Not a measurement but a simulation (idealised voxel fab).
Documented hereafter: the process module known as voxel double patterning.
Square cell edge 5 nm, section width 215 nm, ID cut.
Cross-section = grid of square cells, listed top down in bands; band = one or more rows. Band: top height; bottom height; in nm. Then, left to right: material with width in nm, for each material. "edge to edge": a single material spanning edge to edge. "air": empty space. Heads up on the height convention: 0 is the point under which the incoming wafer is all one material, and the lowest band has no bottom, it just keeps going down, like "0 -> down". Read "30->40" as a graded width: first number on top, second number at the bottom, same change between each pair of neighbouring rows. Basically "stayed the same" means that step didn't change any cell in the cross-section. Under "Enclosed void entries" you'll find the enclosed gaps, the ones with no way out to the top, that are 8 cells or bigger; each reads width x height at distance, with distance counted from the left edge, everything in nm. Anything after a step's settings on that line? It's the simulator's own note about the step. If you see "overlay nm" on a step's line and that step has a mask, it's telling you how far right of where it was planned the mask ended up; a negative number means it went left instead.
**The following list gives the planned process steps**
1: RECEIVE,material Si
2: CONFORMAL_DEP,material SiO2,thk nm 10
3: DIRECTIONAL_DEP,material polySi,thk nm 10
4: DIRECTIONAL_DEP,material SiCN,thk nm 5
5: PATTERN,tone open,mask id FIRST,material resist,width nm 15,pitch nm 50,thk nm 15,overlay nm 0
6: DIRECTIONAL_ETCH,etch materials SiCN,depth nm 5
7: STRIP,etch materials resist
8: PATTERN,tone open,mask id SECOND,material resist,width nm 15,thk nm 20,overlay nm 0
9: DIRECTIONAL_ETCH,etch materials SiCN,depth nm 5
10: STRIP,etch materials resist
11: DIRECTIONAL_ETCH,etch materials polySi,depth nm 10
12: STRIP,etch materials SiCN
**First of two wafers, with the run carried out as planned**
**Delivered wafer in cross-section: state after step 1**
    0 -> down = Si edge to edge
    Enclosed void entries: none
**Upon completion of step 2, the wafer appears in cross-section as shown**
    10 -> 0 = SiO2 edge to edge
    below 0: unchanged
**Upon completion of step 3, the wafer appears in cross-section as shown**
    20 -> 10 = polySi edge to edge
    below 10: unchanged
**Upon completion of step 4, the wafer appears in cross-section as shown**
    25 -> 20 = SiCN edge to edge
    below 20: unchanged
**Upon completion of step 5, the wafer appears in cross-section as shown**
    40 -> 25 = 75 of resist / 15 of air / 35 of resist / 15 of air / 75 of resist
    below 25: unchanged
**Upon completion of step 6, the wafer appears in cross-section as shown**
    40 -> 25 = 75 of resist / 15 of air / 35 of resist / 15 of air / 75 of resist
    25 -> 20 = 75 of SiCN / 15 of air / 35 of SiCN / 15 of air / 75 of SiCN
    below 20: unchanged
**Upon completion of step 7, the wafer appears in cross-section as shown**
    25 -> 20 = 75 of SiCN / 15 of air / 35 of SiCN / 15 of air / 75 of SiCN
    below 20: unchanged
**Upon completion of step 8, the wafer appears in cross-section as shown**
    45 -> 25 = 100 of resist / 15 of air / 100 of resist
    25 -> 20 = 75 of SiCN / 15 of resist / 35 of SiCN / 15 of resist / 75 of SiCN
    below 20: unchanged
**Upon completion of step 9, the wafer appears in cross-section as shown**
    45 -> 25 = 100 of resist / 15 of air / 100 of resist
    25 -> 20 = 75 of SiCN / 15 of resist / 10 of SiCN / 15 of air / 10 of SiCN / 15 of resist / 75 of SiCN
    below 20: unchanged
**Upon completion of step 10, the wafer appears in cross-section as shown**
    25 -> 20 = 75 of SiCN / 15 of air / 10 of SiCN / 15 of air / 10 of SiCN / 15 of air / 75 of SiCN
    below 20: unchanged
**Upon completion of step 11, the wafer appears in cross-section as shown**
    25 -> 20 = 75 of SiCN / 15 of air / 10 of SiCN / 15 of air / 10 of SiCN / 15 of air / 75 of SiCN
    20 -> 10 = 75 of polySi / 15 of air / 10 of polySi / 15 of air / 10 of polySi / 15 of air / 75 of polySi
    below 10: unchanged
**Upon completion of step 12, the wafer appears in cross-section as shown**
    20 -> 10 = 75 of polySi / 15 of air / 10 of polySi / 15 of air / 10 of polySi / 15 of air / 75 of polySi
    below 10: unchanged
**Second wafer. Start and plan as for the first. One mistake made in running. Agrees with the first up to and including step 4**
**Cross-sectional view of the second wafer at the intended end time of process step 5**
    40 -> 25 = 70 of resist / 15 of air / 35 of resist / 15 of air / 80 of resist
    below 25: unchanged
**Cross-sectional view of the second wafer at the intended end time of process step 6**
    40 -> 25 = 70 of resist / 15 of air / 35 of resist / 15 of air / 80 of resist
    25 -> 20 = 70 of SiCN / 15 of air / 35 of SiCN / 15 of air / 80 of SiCN
    below 20: unchanged
**Cross-sectional view of the second wafer at the intended end time of process step 7**
    25 -> 20 = 70 of SiCN / 15 of air / 35 of SiCN / 15 of air / 80 of SiCN
    below 20: unchanged
**Cross-sectional view of the second wafer at the intended end time of process step 8**
    45 -> 25 = 100 of resist / 15 of air / 100 of resist
    25 -> 20 = 70 of SiCN / 15 of resist / 35 of SiCN / 15 of resist / 80 of SiCN
    below 20: unchanged
**Cross-sectional view of the second wafer at the intended end time of process step 9**
    45 -> 25 = 100 of resist / 15 of air / 100 of resist
    25 -> 20 = 70 of SiCN / 15 of resist / 15 of SiCN / 15 of air / 5 of SiCN / 15 of resist / 80 of SiCN
    below 20: unchanged
**Cross-sectional view of the second wafer at the intended end time of process step 10**
    25 -> 20 = 70 of SiCN / 15 of air / 15 of SiCN / 15 of air / 5 of SiCN / 15 of air / 80 of SiCN
    below 20: unchanged
**Cross-sectional view of the second wafer at the intended end time of process step 11**
    25 -> 20 = 70 of SiCN / 15 of air / 15 of SiCN / 15 of air / 5 of SiCN / 15 of air / 80 of SiCN
    20 -> 10 = 70 of polySi / 15 of air / 15 of polySi / 15 of air / 5 of polySi / 15 of air / 80 of polySi
    below 10: unchanged
**Cross-sectional view of the second wafer at the intended end time of process step 12**
    20 -> 10 = 70 of polySi / 15 of air / 15 of polySi / 15 of air / 5 of polySi / 15 of air / 80 of polySi
    below 10: unchanged
Error vs. plan: step 5 ran differently from the plan; actual operation with settings: PATTERN,tone open,mask id FIRST,material resist,width nm 15,pitch nm 50,thk nm 15,overlay nm -5
The two final wafers agree on how many cells each material fills and disagree on which cells those are.
